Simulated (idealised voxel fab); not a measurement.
The following process module bears the name voxel trench capacitor.
The cross-section shown here is cut; it is 225 nm wide and divided into square cells measuring 5 nm on a side.
Cross-section layout: square cells on a grid; listed as bands, top to bottom; a band spans one or more cell rows. The entry gives the band's vertical extent as a top height and a bottom height in nm, then its horizontal make-up as materials from left to right, each with a width in nm. "blank" stands for empty space; a single material marked "full width" fills the band edge to edge. Height is counted from the level 0, under which the received wafer is composed throughout of one material. The lowest of the bands is not closed at the bottom but continues downward, in the notation "from 0 down". A width such as "30->40" changes by the same amount from each row of cells to the next, from the band's top row to its bottom row. Reading "no alterations made" for a step: not a cell of the cross-section changed in it. You'll see "Entrapped void list" listing empty spaces that have no way open to the top, as long as they're 8 cells or more; the notation is width x height at distance, where the distance is from the left edge, and all of it is in nm. What comes after the settings on a step's line is commentary from the simulator itself on that step. overlay nm: on a step with a mask, how far right of its planned place the mask lay; negative means left.
[These are the steps we planned for the process]
1: RECEIVE with material Si
2: CONFORMAL_DEP with material SiN, thk nm 10
3: MASKED_ETCH with tone open, mask id TRENCH, width nm 15, pitch nm 35, etch materials SiN, depth nm 10, overlay nm 0
4: MASKED_ETCH with tone open, mask id TRENCH, width nm 15, pitch nm 35, etch materials Si, depth nm 40, overlay nm 0
5: CONFORMAL_DEP with material Al2O3, thk nm 5
6: FILL_DEP with material polySi, thk nm 10
7: CMP with height nm 10
[First wafer, two in total, run as planned]
[This is the cross-section of the wafer as we received it, i.e. after step 1]
> from 0 down | Si full width
> Entrapped void list: none
[How the wafer stands in section after step 2]
> from 10 to 0 | SiN full width
> Below 0, no change.
[How the wafer stands in section after step 3]
> from 10 to 0 | 70 of SiN  15 of blank  20 of SiN  15 of blank  20 of SiN  15 of blank  70 of SiN
> Below 0, no change.
[How the wafer stands in section after step 4]
> from 10 to 0 | 70 of SiN  15 of blank  20 of SiN  15 of blank  20 of SiN  15 of blank  70 of SiN
> from 0 to -40 | 70 of Si  15 of blank  20 of Si  15 of blank  20 of Si  15 of blank  70 of Si
> Below -40, no change.
[How the wafer stands in section after step 5]
> from 15 to 10 | 75 of Al2O3  5 of blank  30 of Al2O3  5 of blank  30 of Al2O3  5 of blank  75 of Al2O3
> from 10 to 0 | 70 of SiN  5 of Al2O3  5 of blank  5 of Al2O3  20 of SiN  5 of Al2O3  5 of blank  5 of Al2O3  20 of SiN  5 of Al2O3  5 of blank  5 of Al2O3  70 of SiN
> from 0 to -35 | 70 of Si  5 of Al2O3  5 of blank  5 of Al2O3  20 of Si  5 of Al2O3  5 of blank  5 of Al2O3  20 of Si  5 of Al2O3  5 of blank  5 of Al2O3  70 of Si
> from -35 to -40 | 70 of Si  15 of Al2O3  20 of Si  15 of Al2O3  20 of Si  15 of Al2O3  70 of Si
> Below -40, no change.
[How the wafer stands in section after step 6]
> from 25 to 15 | polySi full width
> from 15 to 10 | 75 of Al2O3  5 of polySi  30 of Al2O3  5 of polySi  30 of Al2O3  5 of polySi  75 of Al2O3
> from 10 to 0 | 70 of SiN  5 of Al2O3  5 of polySi  5 of Al2O3  20 of SiN  5 of Al2O3  5 of polySi  5 of Al2O3  20 of SiN  5 of Al2O3  5 of polySi  5 of Al2O3  70 of SiN
> from 0 to -35 | 70 of Si  5 of Al2O3  5 of polySi  5 of Al2O3  20 of Si  5 of Al2O3  5 of polySi  5 of Al2O3  20 of Si  5 of Al2O3  5 of polySi  5 of Al2O3  70 of Si
> Below -35, no change.
[How the wafer stands in section after step 7]
> from 10 to 0 | 70 of SiN  5 of Al2O3  5 of polySi  5 of Al2O3  20 of SiN  5 of Al2O3  5 of polySi  5 of Al2O3  20 of SiN  5 of Al2O3  5 of polySi  5 of Al2O3  70 of SiN
> Below 0, no change.
[Here the second wafer is described. Its start and its plan were those of the first wafer. Its run contained one mistake. Up to and including step 2, it did exactly what the first wafer did]
[Look at the second wafer in cross-section at the time step 3 ought to have finished]
> from 10 to 0 | 70 of SiN  20 of blank  15 of SiN  20 of blank  15 of SiN  20 of blank  65 of SiN
> Below 0, no change.
[Look at the second wafer in cross-section at the time step 4 ought to have finished]
> from 10 to 0 | 70 of SiN  20 of blank  15 of SiN  20 of blank  15 of SiN  20 of blank  65 of SiN
> from 0 to -40 | 70 of Si  15 of blank  20 of Si  15 of blank  20 of Si  15 of blank  70 of Si
> Below -40, no change.
[Look at the second wafer in cross-section at the time step 5 ought to have finished]
> from 15 to 10 | 75 of Al2O3  10 of blank  25 of Al2O3  10 of blank  25 of Al2O3  10 of blank  70 of Al2O3
> from 10 to 0 | 70 of SiN  5 of Al2O3  10->5 of blank  5->10 of Al2O3  15 of SiN  5 of Al2O3  10->5 of blank  5->10 of Al2O3  15 of SiN  5 of Al2O3  10->5 of blank  5->10 of Al2O3  65 of SiN
> from 0 to -35 | 70 of Si  5 of Al2O3  5 of blank  5 of Al2O3  20 of Si  5 of Al2O3  5 of blank  5 of Al2O3  20 of Si  5 of Al2O3  5 of blank  5 of Al2O3  70 of Si
> from -35 to -40 | 70 of Si  15 of Al2O3  20 of Si  15 of Al2O3  20 of Si  15 of Al2O3  70 of Si
> Below -40, no change.
[Look at the second wafer in cross-section at the time step 6 ought to have finished]
> from 25 to 15 | polySi full width
> from 15 to 10 | 75 of Al2O3  10 of polySi  25 of Al2O3  10 of polySi  25 of Al2O3  10 of polySi  70 of Al2O3
> from 10 to 0 | 70 of SiN  5 of Al2O3  10->5 of polySi  5->10 of Al2O3  15 of SiN  5 of Al2O3  10->5 of polySi  5->10 of Al2O3  15 of SiN  5 of Al2O3  10->5 of polySi  5->10 of Al2O3  65 of SiN
> from 0 to -35 | 70 of Si  5 of Al2O3  5 of polySi  5 of Al2O3  20 of Si  5 of Al2O3  5 of polySi  5 of Al2O3  20 of Si  5 of Al2O3  5 of polySi  5 of Al2O3  70 of Si
> Below -35, no change.
[Look at the second wafer in cross-section at the time step 7 ought to have finished]
> from 10 to 0 | 70 of SiN  5 of Al2O3  10->5 of polySi  5->10 of Al2O3  15 of SiN  5 of Al2O3  10->5 of polySi  5->10 of Al2O3  15 of SiN  5 of Al2O3  10->5 of polySi  5->10 of Al2O3  65 of SiN
> Below 0, no change.
Finding, execution versus plan: so step 3 ended up running with a different setting than we planned, it ran as MASKED_ETCH with tone open, mask id TRENCH, width nm 20, pitch nm 35, etch materials SiN, depth nm 10, overlay nm 0
FYI, end of process, the second wafer has more or fewer cells of some materials than the first: Al2O3: 3 more; SiN: 6 fewer; polySi: 3 more
